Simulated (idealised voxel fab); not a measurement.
The following process module bears the name voxel gate over fins.
The cross-section on display is named cut; it measures 175 nm wide, and its cells are 5 nm squares.
A cross-section is written here as square cells arranged in a grid, and it is given in bands from the top down, each band taking up one or more rows of cells. Quick guide to a band line: top height, bottom height (nm) up front; then every material left to right with its width in nm. Only one material and it's marked "edge to edge"? Then it fills the band edge to edge. And "air" just means empty space. For the purposes of this specification, 0 denotes the height below which the wafer in its as-received condition is composed wholly of one material, and the lowermost band, lacking a lower limit, extends downward without end, as expressed in "0..down". Read "30->40" as a graded width: first number on top, second number at the bottom, same change between each pair of neighbouring rows. The designation "left unchanged", where it is given for a processing step, indicates that no cell of the cross-section was altered in the course of that step. Enclosed cavities: empty space of 8 cells or more with no open way to the top, each as width x height at its distance from the left edge, in nm. If you see something after the settings on a step's line, that's the simulator's own remark about that step. What "overlay nm" on a step's line means: if the step has a mask, that mask lay this far to the right of its planned place, or, when the value is negative, to the left.
Planned step list for the process:
| 1 | RECEIVE with material Si |
| 2 | CONFORMAL_DEP with material SiN, thk nm 10 |
| 3 | PATTERN with tone cover, mask id FINS, material resist, width nm 15, pitch nm 35, thk nm 20, overlay nm 0 |
| 4 | DIRECTIONAL_ETCH with etch materials SiN, depth nm 10 |
| 5 | DIRECTIONAL_ETCH with etch materials Si, depth nm 30 |
| 6 | STRIP with etch materials resist |
| 7 | OXIDIZE with depth nm 5 |
| 8 | FILL_DEP with material SiO2, thk nm 15 |
| 9 | CMP with height nm 10 |
| 10 | SELECTIVE_ETCH with etch materials SiO2, depth nm 25 |
| 11 | STRIP with etch materials SiN |
| 12 | CONFORMAL_DEP with material HfO2, thk nm 5 |
| 13 | CONFORMAL_DEP with material TiN, thk nm 5 |
| 14 | CONFORMAL_DEP with material TiAl, thk nm 5 |
| 15 | CONFORMAL_DEP with material TiN, thk nm 5 |
| 16 | FILL_DEP with material W, thk nm 15 |
| 17 | CMP with height nm 30 |
| 18 | CONFORMAL_DEP with material SiCN, thk nm 10 |
Cross-section of the wafer upon arrival, representing the state reached after step 1:
0..down | Si edge to edge
Enclosed cavities: none
Sectioned view, first of two wafers, at the close of the module, processed as intended in the plan:
40..30 | SiCN edge to edge
30..20 | W edge to edge
20..15 | W: 30 / TiN: 115 / W: 30
15..10 | W: 30 / TiN: 5 / TiAl: 105 / TiN: 5 / W: 30
10..5 | W: 30 / TiN: 5 / TiAl: 5 / TiN: 25 / TiAl: 10 / TiN: 25 / TiAl: 10 / TiN: 25 / TiAl: 5 / TiN: 5 / W: 30
5..0 | TiN: 35 / TiAl: 5 / TiN: 5 / HfO2: 15 / TiN: 5 / TiAl: 10 / TiN: 5 / HfO2: 15 / TiN: 5 / TiAl: 10 / TiN: 5 / HfO2: 15 / TiN: 5 / TiAl: 5 / TiN: 35
0..-5 | TiAl: 40 / TiN: 5 / HfO2: 5 / Si: 5 / HfO2: 5 / TiN: 5 / TiAl: 10 / TiN: 5 / HfO2: 5 / Si: 5 / HfO2: 5 / TiN: 5 / TiAl: 10 / TiN: 5 / HfO2: 5 / Si: 5 / HfO2: 5 / TiN: 5 / TiAl: 40
-5..-10 | TiN: 45 / HfO2: 5 / Si: 5 / HfO2: 5 / TiN: 20 / HfO2: 5 / Si: 5 / HfO2: 5 / TiN: 20 / HfO2: 5 / Si: 5 / HfO2: 5 / TiN: 45
-10..-15 | HfO2: 50 / Si: 5 / HfO2: 30 / Si: 5 / HfO2: 30 / Si: 5 / HfO2: 50
-15..-35 | SiO2: 50 / Si: 5 / SiO2: 30 / Si: 5 / SiO2: 30 / Si: 5 / SiO2: 50
-35..down | Si edge to edge
Enclosed cavities: none
This is the second of the two wafers, cross-sectioned at the end of the module; it started exactly like the first and was given the same plan, but it was run with one mistake:
40..30 | SiCN edge to edge
30..15 | W edge to edge
15..5 | W: 35 / TiN: 105 / W: 35
5..0 | W: 35 / TiN: 10 / HfO2: 15 / TiN: 20 / HfO2: 15 / TiN: 20 / HfO2: 15 / TiN: 10 / W: 35
0..-10 | TiN: 45 / HfO2: 5 / Si: 5 / HfO2: 5 / TiN: 20 / HfO2: 5 / Si: 5 / HfO2: 5 / TiN: 20 / HfO2: 5 / Si: 5 / HfO2: 5 / TiN: 45
-10..-15 | HfO2: 50 / Si: 5 / HfO2: 30 / Si: 5 / HfO2: 30 / Si: 5 / HfO2: 50
-15..-35 | SiO2: 50 / Si: 5 / SiO2: 30 / Si: 5 / SiO2: 30 / Si: 5 / SiO2: 50
-35..down | Si edge to edge
Enclosed cavities: none
What was done differently from what was planned? step 14 from the plan never happened, it was just skipped
The second wafer ends with more or fewer cells of some materials than the first, per final count: TiAl -53; TiN +12; W +41
